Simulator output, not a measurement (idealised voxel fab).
voxel double patterning: a process module
It is cross-section cut that appears here, measuring 225 nm in width, its square cells being 5 nm in size.
Cross-section layout: square cells on a grid; listed as bands, top to bottom; a band spans one or more cell rows. Read a band's entry like this: the first values are the height of its top and the height of its bottom in nm, and what follows is the sequence of materials from left to right, each with its width in nm. Note that "empty" is empty space, and that a single material marked "full width" reaches across the band from edge to edge. Height datum 0, below which the as-received substrate wafer is one material. Lowest band open at the bottom, running downward: "0 nm and below". With a width like "30 to 40", each row of cells in the band differs from the next by the same amount, the top row carrying the first number and the bottom row the second. It should be understood that the words "nothing different", when stated for a given step, signify that the cross-section underwent no change in any of its cells during that step. In the "Non-vented voids" entry, you get each enclosed empty space of 8 cells or more, one with no open way to the top, written width x height at distance, distance from the left edge, in nm. Heads up: the bit after the settings on a step's line is the simulator's remark on that step. What "overlay nm" on a step's line means: if the step has a mask, that mask lay this far to the right of its planned place, or, when the value is negative, to the left.

-- Set out below are the planned steps of the process
| 1 | RECEIVE: material Si |
| 2 | CONFORMAL_DEP: material SiO2, thk nm 5 |
| 3 | DIRECTIONAL_DEP: material W, thk nm 20 |
| 4 | DIRECTIONAL_DEP: material SiCN, thk nm 10 |
| 5 | DIRECTIONAL_DEP: material aC, thk nm 15 |
| 6 | PATTERN: tone open, mask id FIRST, material resist, width nm 15, pitch nm 50, thk nm 35, overlay nm 0 |
| 7 | DIRECTIONAL_ETCH: etch materials aC, depth nm 15 |
| 8 | STRIP: etch materials resist |
| 9 | DIRECTIONAL_ETCH: etch materials SiCN, depth nm 10 |
| 10 | STRIP: etch materials aC |
| 11 | DIRECTIONAL_DEP: material aC, thk nm 10 |
| 12 | PATTERN: tone open, mask id SECOND, material resist, width nm 15, thk nm 25, overlay nm 0 |
| 13 | DIRECTIONAL_ETCH: etch materials aC, depth nm 10 |
| 14 | STRIP: etch materials resist |
| 15 | DIRECTIONAL_ETCH: etch materials SiCN, depth nm 10 |
| 16 | STRIP: etch materials aC |
| 17 | DIRECTIONAL_ETCH: etch materials W, depth nm 20 |
| 18 | STRIP: etch materials SiCN |

-- Wafer at receipt (post step 1), cross-section
  0 nm and below: Si full width
  Non-vented voids: none

-- Here's the cross-section of the first of our two wafers at the end of the module - it ran as planned
  25 nm to 5 nm: W 80 nm | empty 15 nm | W 10 nm | empty 15 nm | W 10 nm | empty 15 nm | W 80 nm
  5 nm to 0 nm: SiO2 full width
  0 nm and below: Si full width
  Non-vented voids: none

-- Here's the second of our two wafers sectioned at module end. Same start as the first, same plan, but one mistake got made running it
  25 nm to 10 nm: W 80 nm | empty 15 nm | W 10 nm | empty 15 nm | W 10 nm | empty 15 nm | W 80 nm
  10 nm to 5 nm: W full width
  5 nm to 0 nm: SiO2 full width
  0 nm and below: Si full width
  Non-vented voids: none
Want to know what went wrong? in deviation from the planned setting, step 17 was conducted as DIRECTIONAL_ETCH: etch materials W, depth nm 15
Counted in cells at the end, the second wafer holds more or fewer of these materials than the first: 9 more of W
